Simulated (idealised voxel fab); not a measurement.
The process module presented herein is designated voxel ribs on slabs.
Shown is cross-section cut, with a width of 270 nm and square cells of size 5 nm.
Throughout this document, each cross-section is represented as a grid of square cells and is presented as a sequence of bands enumerated from the top downward, where a band comprises one or more rows of cells. Heads up on the band format: heights come first, top then bottom, in nm. After that it's the materials left to right, each with its width in nm. A single material flagged "throughout" fills the whole band edge to edge, and "empty" means there's empty space there. Measure heights from 0. That's the level where, below it, the as-received wafer is all one material. The lowest band is bottomless and extends downward; write it as in "top 0, no bottom". The two numbers in a width such as "30->40" mark its ends across the band: the first belongs to the top row of cells, the second to the bottom row, and from each row to the next the width moves by the same amount. No cell of the cross-section changed in a step that is given as "nothing altered". "Entrapped void list" contains a list of empty spaces, each no smaller than 8 cells and without an open way to the top, written in the form width x height at distance with the distance from the left edge and all three in nm. If you see something after the settings on a step's line, that's the simulator's own remark about that step. When a step includes a mask, the "overlay nm" setting on its line states how far to the right of its planned place that mask lay, and negative values state how far to the left.
Listed below are the process steps as planned
1 RECEIVE (material Si)
2 DIRECTIONAL_DEP (material SiO2; thk nm 25)
3 DIRECTIONAL_DEP (material polySi; thk nm 25)
4 DIRECTIONAL_DEP (material aC; thk nm 15)
5 PATTERN (tone cover; mask id RIB; material resist; width nm 15; thk nm 35; overlay nm 0)
6 DIRECTIONAL_ETCH (etch materials aC; depth nm 15)
7 STRIP (etch materials resist)
8 DIRECTIONAL_ETCH (etch materials polySi; depth nm 15)
9 STRIP (etch materials aC)
10 PATTERN (tone cover; mask id SLAB; material resist; width nm 75; thk nm 20; overlay nm 0)
11 DIRECTIONAL_ETCH (etch materials polySi; depth nm 10)
12 STRIP (etch materials resist)
13 FILL_DEP (material SiO2; thk nm 20)
14 CMP (height nm 60)
15 DIRECTIONAL_DEP (material W; thk nm 5)
16 DIRECTIONAL_DEP (material aC; thk nm 10)
17 PATTERN (tone cover; mask id HEATER; material resist; width nm 25; thk nm 30; overlay nm 0)
18 DIRECTIONAL_ETCH (etch materials aC; depth nm 10)
19 STRIP (etch materials resist)
20 DIRECTIONAL_ETCH (etch materials W; depth nm 5)
21 STRIP (etch materials aC)
22 CONFORMAL_DEP (material SiO2; thk nm 5)
As received (post step 1): cross-section
  top 0, no bottom | Si throughout
  Entrapped void list: none
First of two wafers, end-of-module section, run followed plan
  top 70, bottom 65 | 115 empty, then 35 SiO2, then 120 empty
  top 65, bottom 60 | 120 SiO2, then 25 W, then 125 SiO2
  top 60, bottom 50 | SiO2 throughout
  top 50, bottom 35 | 125 SiO2, then 15 polySi, then 130 SiO2
  top 35, bottom 25 | 95 SiO2, then 75 polySi, then 100 SiO2
  top 25, bottom 0 | SiO2 throughout
  top 0, no bottom | Si throughout
  Entrapped void list: none
End of module, second wafer, cross-section. Started like the first, planned like the first, run with one mistake
  top 70, bottom 65 | 125 empty, then 35 SiO2, then 110 empty
  top 65, bottom 60 | 130 SiO2, then 25 W, then 115 SiO2
  top 60, bottom 50 | SiO2 throughout
  top 50, bottom 35 | 125 SiO2, then 15 polySi, then 130 SiO2
  top 35, bottom 25 | 95 SiO2, then 75 polySi, then 100 SiO2
  top 25, bottom 0 | SiO2 throughout
  top 0, no bottom | Si throughout
  Entrapped void list: none
Where did the run depart from the plan? not per plan at step 17, really ran PATTERN (tone cover; mask id HEATER; material resist; width nm 25; thk nm 30; overlay nm 10)
Tallied in cells, the final second wafer holds each material in the same quantity as the first, although not at the same places.
